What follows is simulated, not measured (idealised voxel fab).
The process module that follows is named voxel transistor to metal.
The cross-section shown here is cut; it is 170 nm wide and divided into square cells measuring 5 nm on a side.
The cross-sections in this document take the form of a grid made of square cells. They are written out as bands, in order from top to bottom. Each band consists of one or more rows of cells. Heads up on the band format: heights come first, top then bottom, in nm. After that it's the materials left to right, each with its width in nm. A single material flagged "everywhere" fills the whole band edge to edge, and "air" means there's empty space there. Height datum 0, below which the as-received substrate wafer is one material. Lowest band open at the bottom, running downward: "0 down". The notation "30 to 40" denotes a width that varies across the rows of cells in the band, beginning at the first number in the top row, finishing at the second number in the bottom row, and changing by an identical amount from each row to the next. When a step is marked "nothing was modified", none of the cells in the cross-section changed during that step. Enclosed voids (no open way to top), threshold 8 cells or more, entry "Closed cavity list", notation width x height at distance, distance from left edge, nm. Note: text after step settings on the step line = simulator remark on that step. A step's line can hold "overlay nm"; with a mask on that step, the setting says how far right of the planned place the mask lay, while a negative setting says it lay to the left.

[List of planned process steps]
1,RECEIVE, material Si
2,OXIDIZE, depth nm 5
3,CONFORMAL_DEP, material SiN, thk nm 10
4,MASKED_ETCH, tone cover, mask id ACTIVE, width nm 125, etch materials SiN, depth nm 10, overlay nm 0
5,MASKED_ETCH, tone cover, mask id ACTIVE, width nm 125, etch materials SiO2, depth nm 5, overlay nm 0
6,MASKED_ETCH, tone cover, mask id ACTIVE, width nm 125, etch materials Si, depth nm 25, overlay nm 0
7,OXIDIZE, depth nm 5
8,FILL_DEP, material SiO2, thk nm 15
9,CMP, height nm 10
10,SELECTIVE_ETCH, etch materials SiO2, depth nm 5
11,STRIP, etch materials SiN
12,SELECTIVE_ETCH, etch materials SiO2, depth nm 5
13,OXIDIZE, depth nm 5
14,DIRECTIONAL_DEP, material polySi, thk nm 30
15,DIRECTIONAL_DEP, material SiCN, thk nm 10
16,MASKED_ETCH, tone cover, mask id GATE, width nm 25, etch materials SiCN, depth nm 20, overlay nm 0
17,MASKED_ETCH, tone cover, mask id GATE, width nm 25, etch materials polySi, depth nm 40, overlay nm 0
18,CONFORMAL_DEP, material SiO2, thk nm 5
19,DIRECTIONAL_ETCH, etch materials SiO2, depth nm 5
20,CONFORMAL_DEP, material SiN, thk nm 10
21,DIRECTIONAL_ETCH, etch materials SiN, depth nm 10
22,DIRECTIONAL_ETCH, etch materials SiO2, depth nm 5
23,DIRECTIONAL_ETCH, etch materials Si, depth nm 10
24,EPI, material pSi, thk nm 15
25,FILL_DEP, material SiO2, thk nm 5
26,CMP, height nm 35
27,DIRECTIONAL_DEP, material SiO2, thk nm 10
28,PATTERN, tone open, mask id CONTACT, material resist, width nm 35, pitch nm 70, thk nm 20, overlay nm 0
29,DIRECTIONAL_ETCH, etch materials SiO2, depth nm 40
30,STRIP, etch materials resist
31,CONFORMAL_DEP, material TiN, thk nm 5
32,FILL_DEP, material W, thk nm 10
33,CMP, height nm 45
34,CONFORMAL_DEP, material SiN, thk nm 5
35,DIRECTIONAL_DEP, material lowk, thk nm 25
36,DIRECTIONAL_DEP, material aC, thk nm 15
37,PATTERN, tone open, mask id METAL_1, material resist, width nm 20, pitch nm 85, thk nm 30, overlay nm 0
38,DIRECTIONAL_ETCH, etch materials aC, depth nm 15
39,STRIP, etch materials resist
40,DIRECTIONAL_ETCH, etch materials lowk, depth nm 25
41,DIRECTIONAL_ETCH, etch materials SiN, depth nm 5
42,STRIP, etch materials aC
43,CONFORMAL_DEP, material TiN, thk nm 5
44,FILL_DEP, material Ru, thk nm 5
45,CMP, height nm 75
46,CONFORMAL_DEP, material SiCN, thk nm 5
47,DIRECTIONAL_DEP, material lowk, thk nm 25
48,MASKED_ETCH, tone open, mask id METAL_2, width nm 20, pitch nm 85, etch materials lowk, depth nm 15, overlay nm 0
49,MASKED_ETCH, tone open, mask id METAL_2_HOLES, width nm 15, pitch nm 85, etch materials lowk, depth nm 10, overlay nm 0
50,MASKED_ETCH, tone open, mask id METAL_2_HOLES, width nm 15, pitch nm 85, etch materials SiCN, depth nm 5, overlay nm 0
51,CONFORMAL_DEP, material TiN, thk nm 5
52,FILL_DEP, material Cu, thk nm 10
53,CMP, height nm 105
54,CONFORMAL_DEP, material SiCN, thk nm 5

[Cross-sectional view of the wafer in its as-received condition, corresponding to the state after step 1]
  0 down | Si everywhere
  Closed cavity list: none

[Cross-sectional result after module completion. Note: starting condition and plan are unchanged from above; one processing mistake was made]
  110 to 105 | SiCN everywhere
  105 to 95 | lowk: 30 / TiN: 5 / Cu: 10 / TiN: 5 / lowk: 65 / TiN: 5 / Cu: 10 / TiN: 5 / lowk: 35
  95 to 90 | lowk: 30 / TiN: 5 / Cu: 5 / TiN: 10 / lowk: 65 / TiN: 5 / Cu: 5 / TiN: 10 / lowk: 35
  90 to 80 | lowk: 30 / TiN: 5 / Cu: 5 / TiN: 5 / lowk: 70 / TiN: 5 / Cu: 5 / TiN: 5 / lowk: 40
  80 to 75 | SiCN: 30 / TiN: 15 / SiCN: 70 / TiN: 15 / SiCN: 40
  75 to 50 | lowk: 30 / TiN: 5 / Ru: 10 / TiN: 5 / lowk: 65 / TiN: 5 / Ru: 10 / TiN: 5 / lowk: 35
  50 to 45 | SiN: 30 / TiN: 20 / SiN: 65 / TiN: 20 / SiN: 35
  45 to 35 | SiO2: 30 / TiN: 5 / W: 25 to 15 / TiN: 5 to 15 / SiO2: 35 / TiN: 5 to 15 / W: 25 to 15 / TiN: 5 / SiO2: 35
  35 to 25 | SiO2: 30 / TiN: 5 / W: 15 / TiN: 5 / SiN: 10 / SiO2: 5 / SiCN: 25 / SiO2: 5 / SiN: 10 / TiN: 5 / W: 15 / TiN: 5 / SiO2: 35
  25 to 10 | SiO2: 30 / TiN: 5 / W: 15 / TiN: 5 / SiN: 10 / SiO2: 5 / polySi: 25 / SiO2: 5 / SiN: 10 / TiN: 5 / W: 15 / TiN: 5 / SiO2: 35
  10 to 5 | SiO2: 30 / TiN: 25 / SiN: 10 / SiO2: 5 / polySi: 25 / SiO2: 5 / SiN: 10 / TiN: 25 / SiO2: 35
  5 to 0 | SiO2: 25 / pSi: 30 / SiN: 10 / SiO2: 5 / polySi: 25 / SiO2: 5 / SiN: 10 / pSi: 30 / SiO2: 30
  0 to -5 | SiO2: 20 / SiN: 10 / pSi: 25 / SiN: 10 / SiO2: 5 / polySi: 25 / SiO2: 5 / SiN: 10 / pSi: 25 / SiN: 10 / SiO2: 25
  -5 to -10 | SiO2: 30 / pSi: 25 / SiO2: 55 / pSi: 25 / SiO2: 35
  -10 to -20 | SiO2: 25 / Si: 5 / pSi: 25 / Si: 55 / pSi: 25 / Si: 5 / SiO2: 30
  -20 to -60 | SiO2: 25 / Si: 115 / SiO2: 30
  -60 down | Si everywhere
  Closed cavity list: none
Deviation from plan: step 6, plan: ran twice
